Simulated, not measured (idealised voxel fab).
You're looking at the process module voxel double patterning.
Square cell edge 5 nm, section width 210 nm, ID cut.
Notation: cross-section as square-cell grid; stated in bands, top first, going down; one or more cell rows per band. In this notation a band is specified by the heights of its top and bottom, in that order and in nm, after which its materials appear from left to right, each paired with its width in nm. The word "all across" attached to a single material means that material fills the band from edge to edge; the word "air" stands for empty space. Zero point of the height axis is 0; under it, received wafer = one material. Lowest band: continues down indefinitely, "0 nm and below". You'd read "30 to 40" like this: the band's top row of cells is as wide as the first number, its bottom row is as wide as the second, and going down, every row changes width by the same amount as the row before did. A step reported as "everything unchanged" is a step in which no cell of the cross-section changed. "Encapsulated voids" contains a list of empty spaces, each no smaller than 8 cells and without an open way to the top, written in the form width x height at distance with the distance from the left edge and all three in nm. Where a step's line continues beyond its settings, the continuation is a remark by the simulator itself on that step. Steps that use a mask can have "overlay nm" on their line. It says how far the mask sat to the right of where it was meant to be. Negative means to the left.
-- The steps planned for the process are as follows
- 1: op RECEIVE | material Si
- 2: op CONFORMAL_DEP | material SiO2 | thk nm 5
- 3: op DIRECTIONAL_DEP | material W | thk nm 20
- 4: op DIRECTIONAL_DEP | material SiN | thk nm 10
- 5: op DIRECTIONAL_DEP | material aC | thk nm 10
- 6: op PATTERN | tone open | mask id FIRST | material resist | width nm 15 | pitch nm 50 | thk nm 30 | overlay nm 0
- 7: op DIRECTIONAL_ETCH | etch materials aC | depth nm 10
- 8: op STRIP | etch materials resist
- 9: op DIRECTIONAL_ETCH | etch materials SiN | depth nm 10
- 10: op STRIP | etch materials aC
- 11: op DIRECTIONAL_DEP | material aC | thk nm 15
- 12: op PATTERN | tone open | mask id SECOND | material resist | width nm 15 | thk nm 35 | overlay nm 0
- 13: op DIRECTIONAL_ETCH | etch materials aC | depth nm 15
- 14: op STRIP | etch materials resist
- 15: op DIRECTIONAL_ETCH | etch materials SiN | depth nm 10
- 16: op STRIP | etch materials aC
- 17: op DIRECTIONAL_ETCH | etch materials W | depth nm 20
- 18: op STRIP | etch materials SiN
-- The first of a set of two wafers, run to plan
-- Cross-section of the wafer as it came to us, i.e., already through step 1
    0 nm and below  Si all across
    Encapsulated voids: none
-- Cross-section: wafer state after step 2
    5 nm to 0 nm  SiO2 all across
    Nothing below the height 0 has changed.
-- Cross-section: wafer state after step 3
    25 nm to 5 nm  W all across
    Nothing below the height 5 has changed.
-- Cross-section: wafer state after step 4
    35 nm to 25 nm  SiN all across
    Nothing below the height 25 has changed.
-- Cross-section: wafer state after step 5
    45 nm to 35 nm  aC all across
    Nothing below the height 35 has changed.
-- Cross-section: wafer state after step 6
    75 nm to 45 nm  70 resist; 15 air; 35 resist; 15 air; 75 resist
    Nothing below the height 45 has changed.
-- Cross-section: wafer state after step 7
    65 nm to 45 nm  70 resist; 15 air; 35 resist; 15 air; 75 resist
    45 nm to 35 nm  70 aC; 15 air; 35 aC; 15 air; 75 aC
    Nothing below the height 35 has changed.
-- Cross-section: wafer state after step 8
    45 nm to 35 nm  70 aC; 15 air; 35 aC; 15 air; 75 aC
    Nothing below the height 35 has changed.
-- Cross-section: wafer state after step 9
    45 nm to 35 nm  70 aC; 15 air; 35 aC; 15 air; 75 aC
    35 nm to 25 nm  70 SiN; 15 air; 35 SiN; 15 air; 75 SiN
    Nothing below the height 25 has changed.
-- Cross-section: wafer state after step 10
    35 nm to 25 nm  70 SiN; 15 air; 35 SiN; 15 air; 75 SiN
    Nothing below the height 25 has changed.
-- Cross-section: wafer state after step 11
    50 nm to 40 nm  70 aC; 15 air; 35 aC; 15 air; 75 aC
    40 nm to 35 nm  aC all across
    35 nm to 25 nm  70 SiN; 15 aC; 35 SiN; 15 aC; 75 SiN
    Nothing below the height 25 has changed.
-- Cross-section: wafer state after step 12
    85 nm to 50 nm  95 resist; 15 air; 100 resist
    50 nm to 40 nm  70 aC; 15 resist; 35 aC; 15 resist; 75 aC
    Nothing below the height 40 has changed.
-- Cross-section: wafer state after step 13
    70 nm to 50 nm  95 resist; 15 air; 100 resist
    50 nm to 40 nm  70 aC; 15 resist; 10 aC; 15 air; 10 aC; 15 resist; 75 aC
    40 nm to 35 nm  95 aC; 15 air; 100 aC
    Nothing below the height 35 has changed.
-- Cross-section: wafer state after step 14
    50 nm to 40 nm  70 aC; 15 air; 10 aC; 15 air; 10 aC; 15 air; 75 aC
    Nothing below the height 40 has changed.
-- Cross-section: wafer state after step 15
    50 nm to 40 nm  70 aC; 15 air; 10 aC; 15 air; 10 aC; 15 air; 75 aC
    40 nm to 35 nm  95 aC; 15 air; 100 aC
    35 nm to 25 nm  70 SiN; 15 aC; 10 SiN; 15 air; 10 SiN; 15 aC; 75 SiN
    Nothing below the height 25 has changed.
-- Cross-section: wafer state after step 16
    35 nm to 25 nm  70 SiN; 15 air; 10 SiN; 15 air; 10 SiN; 15 air; 75 SiN
    Nothing below the height 25 has changed.
-- Cross-section: wafer state after step 17
    35 nm to 25 nm  70 SiN; 15 air; 10 SiN; 15 air; 10 SiN; 15 air; 75 SiN
    25 nm to 5 nm  70 W; 15 air; 10 W; 15 air; 10 W; 15 air; 75 W
    Nothing below the height 5 has changed.
-- Cross-section: wafer state after step 18
    25 nm to 5 nm  70 W; 15 air; 10 W; 15 air; 10 W; 15 air; 75 W
    Nothing below the height 5 has changed.
-- Notes, second wafer: start = first wafer's, plan = first wafer's, execution had one mistake; history identical to first through step 5
-- Cross-section of the second wafer corresponding to the planned conclusion of step 6
    75 nm to 45 nm  70 resist; 20 air; 30 resist; 20 air; 70 resist
    Nothing below the height 45 has changed.
-- Cross-section of the second wafer corresponding to the planned conclusion of step 7
    65 nm to 45 nm  70 resist; 20 air; 30 resist; 20 air; 70 resist
    45 nm to 35 nm  70 aC; 20 air; 30 aC; 20 air; 70 aC
    Nothing below the height 35 has changed.
-- Cross-section of the second wafer corresponding to the planned conclusion of step 8
    45 nm to 35 nm  70 aC; 20 air; 30 aC; 20 air; 70 aC
    Nothing below the height 35 has changed.
-- Cross-section of the second wafer corresponding to the planned conclusion of step 9
    45 nm to 35 nm  70 aC; 20 air; 30 aC; 20 air; 70 aC
    35 nm to 25 nm  70 SiN; 20 air; 30 SiN; 20 air; 70 SiN
    Nothing below the height 25 has changed.
-- Cross-section of the second wafer corresponding to the planned conclusion of step 10
    35 nm to 25 nm  70 SiN; 20 air; 30 SiN; 20 air; 70 SiN
    Nothing below the height 25 has changed.
-- Cross-section of the second wafer corresponding to the planned conclusion of step 11
    50 nm to 40 nm  70 aC; 20 air; 30 aC; 20 air; 70 aC
    40 nm to 35 nm  aC all across
    35 nm to 25 nm  70 SiN; 20 aC; 30 SiN; 20 aC; 70 SiN
    Nothing below the height 25 has changed.
-- Cross-section of the second wafer corresponding to the planned conclusion of step 12
    85 nm to 50 nm  95 resist; 15 air; 100 resist
    50 nm to 40 nm  70 aC; 20 resist; 30 aC; 20 resist; 70 aC
    Nothing below the height 40 has changed.
-- Cross-section of the second wafer corresponding to the planned conclusion of step 13
    70 nm to 50 nm  95 resist; 15 air; 100 resist
    50 nm to 40 nm  70 aC; 20 resist; 5 aC; 15 air; 10 aC; 20 resist; 70 aC
    40 nm to 35 nm  95 aC; 15 air; 100 aC
    Nothing below the height 35 has changed.
-- Cross-section of the second wafer corresponding to the planned conclusion of step 14
    50 nm to 40 nm  70 aC; 20 air; 5 aC; 15 air; 10 aC; 20 air; 70 aC
    Nothing below the height 40 has changed.
-- Cross-section of the second wafer corresponding to the planned conclusion of step 15
    50 nm to 40 nm  70 aC; 20 air; 5 aC; 15 air; 10 aC; 20 air; 70 aC
    40 nm to 35 nm  95 aC; 15 air; 100 aC
    35 nm to 25 nm  70 SiN; 20 aC; 5 SiN; 15 air; 10 SiN; 20 aC; 70 SiN
    Nothing below the height 25 has changed.
-- Cross-section of the second wafer corresponding to the planned conclusion of step 16
    35 nm to 25 nm  70 SiN; 20 air; 5 SiN; 15 air; 10 SiN; 20 air; 70 SiN
    Nothing below the height 25 has changed.
-- Cross-section of the second wafer corresponding to the planned conclusion of step 17
    35 nm to 25 nm  70 SiN; 20 air; 5 SiN; 15 air; 10 SiN; 20 air; 70 SiN
    25 nm to 5 nm  70 W; 20 air; 5 W; 15 air; 10 W; 20 air; 70 W
    Nothing below the height 5 has changed.
-- Cross-section of the second wafer corresponding to the planned conclusion of step 18
    25 nm to 5 nm  70 W; 20 air; 5 W; 15 air; 10 W; 20 air; 70 W
    Nothing below the height 5 has changed.
Deviation from plan: step 6 did not use the planned setting and instead ran as op PATTERN | tone open | mask id FIRST | material resist | width nm 20 | pitch nm 50 | thk nm 30 | overlay nm 0
FYI, end of process, the second wafer has more or fewer cells of some materials than the first: W -8
